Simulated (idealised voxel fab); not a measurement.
This is a process module. Its name is voxel air gaps.
In the cross-section labelled cut, the width is 175 nm and each square cell is 5 nm.
Cross-section spec: square-cell grid; bands listed top down; each band is one or more rows. Basically the band line says how high the top is and how high the bottom is, in nm, and then what's in it from left to right, every material with its width in nm. Empty space shows up as "blank", and if a single material carries "full width" it runs the full band edge to edge. It should be noted that heights are counted from 0, beneath which the wafer as supplied is of one material throughout, and that the lowest band possesses no lower boundary but continues downward, as written in "0 nm and below". The notation "30 to 40" denotes a width that varies across the rows of cells in the band, beginning at the first number in the top row, finishing at the second number in the bottom row, and changing by an identical amount from each row to the next. Where the words "everything unchanged" appear for a step, the cross-section shows no cell changed by that step; every cell remained as before. So "Unvented voids" is basically the list of trapped voids: any empty space of 8 cells or more that can't reach the top through an opening. They're written width x height at distance, the distance being from the left edge, and it's all nm. Text after the settings on a step's line: the simulator's own remark on that step. For masked steps, "overlay nm" on the step line gives how far right of plan the mask actually lay; a minus sign means it lay to the left.

**Intended process steps**
1) RECEIVE | material Si
2) CONFORMAL_DEP | material SiO2 | thk nm 15
3) CONFORMAL_DEP | material SiN | thk nm 5
4) DIRECTIONAL_DEP | material SiO2 | thk nm 30
5) MASKED_ETCH | tone open | mask id LINES | width nm 15 | pitch nm 40 | etch materials SiO2 | depth nm 30 | overlay nm 0
6) CONFORMAL_DEP | material TiN | thk nm 5
7) FILL_DEP | material W | thk nm 10
8) CMP | height nm 50
9) EPI | material Ru | thk nm 10
10) SELECTIVE_ETCH | etch materials SiO2 | depth nm 40
11) CONFORMAL_DEP | material SiN | thk nm 5

**The first of two wafers, run as planned**

**Received-state cross-section, reflecting completion of step 1**
0 nm and below  Si full width
Unvented voids: none

**State of the wafer after step 2, shown in cross-section**
15 nm to 0 nm  SiO2 full width
Rest of section, below 0: as before.

**State of the wafer after step 3, shown in cross-section**
20 nm to 15 nm  SiN full width
Rest of section, below 15: as before.

**State of the wafer after step 4, shown in cross-section**
50 nm to 20 nm  SiO2 full width
Rest of section, below 20: as before.

**State of the wafer after step 5, shown in cross-section**
50 nm to 20 nm  SiO2 (20), blank (15), SiO2 (25), blank (15), SiO2 (25), blank (15), SiO2 (25), blank (15), SiO2 (20)
Rest of section, below 20: as before.

**State of the wafer after step 6, shown in cross-section**
55 nm to 50 nm  TiN (25), blank (5), TiN (35), blank (5), TiN (35), blank (5), TiN (35), blank (5), TiN (25)
50 nm to 25 nm  SiO2 (20), TiN (5), blank (5), TiN (5), SiO2 (25), TiN (5), blank (5), TiN (5), SiO2 (25), TiN (5), blank (5), TiN (5), SiO2 (25), TiN (5), blank (5), TiN (5), SiO2 (20)
25 nm to 20 nm  SiO2 (20), TiN (15), SiO2 (25), TiN (15), SiO2 (25), TiN (15), SiO2 (25), TiN (15), SiO2 (20)
Rest of section, below 20: as before.

**State of the wafer after step 7, shown in cross-section**
65 nm to 55 nm  W full width
55 nm to 50 nm  TiN (25), W (5), TiN (35), W (5), TiN (35), W (5), TiN (35), W (5), TiN (25)
50 nm to 25 nm  SiO2 (20), TiN (5), W (5), TiN (5), SiO2 (25), TiN (5), W (5), TiN (5), SiO2 (25), TiN (5), W (5), TiN (5), SiO2 (25), TiN (5), W (5), TiN (5), SiO2 (20)
Rest of section, below 25: as before.

**State of the wafer after step 8, shown in cross-section**
50 nm to 25 nm  SiO2 (20), TiN (5), W (5), TiN (5), SiO2 (25), TiN (5), W (5), TiN (5), SiO2 (25), TiN (5), W (5), TiN (5), SiO2 (25), TiN (5), W (5), TiN (5), SiO2 (20)
Rest of section, below 25: as before.

**State of the wafer after step 9, shown in cross-section**
60 nm to 50 nm  blank (10), Ru (35), blank (5), Ru (35), blank (5), Ru (35), blank (5), Ru (35), blank (10)
Rest of section, below 50: as before.

**State of the wafer after step 10, shown in cross-section**
60 nm to 50 nm  blank (10), Ru (35), blank (5), Ru (35), blank (5), Ru (35), blank (5), Ru (35), blank (10)
50 nm to 25 nm  blank (20), TiN (5), W (5), TiN (5), blank (25), TiN (5), W (5), TiN (5), blank (25), TiN (5), W (5), TiN (5), blank (25), TiN (5), W (5), TiN (5), blank (20)
25 nm to 20 nm  blank (20), TiN (15), blank (25), TiN (15), blank (25), TiN (15), blank (25), TiN (15), blank (20)
Rest of section, below 20: as before.

**State of the wafer after step 11, shown in cross-section**
65 nm to 60 nm  blank (5), SiN (165), blank (5)
60 nm to 50 nm  blank (5), SiN (5), Ru (35), SiN (5), Ru (35), SiN (5), Ru (35), SiN (5), Ru (35), SiN (5), blank (5)
50 nm to 45 nm  blank (5), SiN (15), TiN (5), W (5), TiN (5), SiN (25), TiN (5), W (5), TiN (5), SiN (25), TiN (5), W (5), TiN (5), SiN (25), TiN (5), W (5), TiN (5), SiN (15), blank (5)
45 nm to 25 nm  blank (15), SiN (5), TiN (5), W (5), TiN (5), SiN (5), blank (15), SiN (5), TiN (5), W (5), TiN (5), SiN (5), blank (15), SiN (5), TiN (5), W (5), TiN (5), SiN (5), blank (15), SiN (5), TiN (5), W (5), TiN (5), SiN (5), blank (15)
25 nm to 20 nm  SiN (20), TiN (15), SiN (25), TiN (15), SiN (25), TiN (15), SiN (25), TiN (15), SiN (20)
Rest of section, below 20: as before.
Unvented voids: 15 x 20 at 40; 15 x 20 at 80; 15 x 20 at 120

**Second wafer, same starting state and plan as the first, one mistake in the run, identical through step 3**

**The second wafer cut through, at the time step 4 was supposed to be finished**
50 nm to 15 nm  SiN full width
Rest of section, below 15: as before.

The second wafer cut through, at the time step 5 was supposed to be finished: everything unchanged

**The second wafer cut through, at the time step 6 was supposed to be finished**
55 nm to 50 nm  TiN full width
Rest of section, below 50: as before.

**The second wafer cut through, at the time step 7 was supposed to be finished**
65 nm to 55 nm  W full width
Rest of section, below 55: as before.

**The second wafer cut through, at the time step 8 was supposed to be finished**
50 nm to 15 nm  SiN full width
Rest of section, below 15: as before.

The second wafer cut through, at the time step 9 was supposed to be finished: everything unchanged

The second wafer cut through, at the time step 10 was supposed to be finished: everything unchanged

**The second wafer cut through, at the time step 11 was supposed to be finished**
55 nm to 15 nm  SiN full width
Rest of section, below 15: as before.
The mistake made against the process plan was this: step 4 did not use the planned setting and instead ran as DIRECTIONAL_DEP | material SiN | thk nm 30
Counted in cells at the end, the second wafer holds more or fewer of these materials than the first: Ru: 56 fewer | SiN: 126 more | TiN: 52 fewer | W: 20 fewer
By the end, 3 closed voids are present in the first wafer and 0 in the second.
